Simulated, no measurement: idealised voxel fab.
process module | voxel released beams
cross-section cut | 175 nm wide | cells 5 nm
A cross-section is a grid of square cells, given in bands from the top down. A band is one or more rows of cells.
Each band's line starts with the height of the band's top and of its bottom, in nm. Then come its materials from left to right, each with its width in nm. One material with "throughout" fills the band from edge to edge. "air" is empty space.
Height 0 is the level under which the wafer as received is all one material. The lowest band goes on downwards, as in "0 down".
A width such as "30 to 40" changes by the same amount from each row of cells to the next, from the band's top row to its bottom row.
"no change" after a step means that no cell of the cross-section changed.
closed voids: empty space of 8 cells or more with no open way to the top, each as width x height at its distance from the left edge, in nm
after a step's settings: what the simulator itself notes on the step
overlay nm, on a step with a mask: how far to the right of its planned place the mask lay; to the left if negative
plan
1 op RECEIVE | material Si
2 op CONFORMAL_DEP | material SiN | thk nm 10
3 op DIRECTIONAL_DEP | material SiO2 | thk nm 10
4 op MASKED_ETCH | tone open | mask id ANCHOR | width nm 25 | etch materials SiO2 | depth nm 10 | overlay nm 0
5 op CONFORMAL_DEP | material W | thk nm 10
6 op PATTERN | tone cover | mask id BEAM | material resist | width nm 70 | thk nm 15 | overlay nm 0
7 op DIRECTIONAL_ETCH | etch materials W | depth nm 10
8 op STRIP | etch materials resist
9 op STRIP | etch materials SiO2
as received, after step 1
  0 down: Si throughout
  closed voids: none
a wafer at the end: this start, this plan, one mistake
  30 to 20: air 50 | W 70 | air 55
  20 to 0: SiN throughout
  0 down: Si throughout
  closed voids: none
what went wrong: step 3 ran as: op DIRECTIONAL_DEP | material SiN | thk nm 10
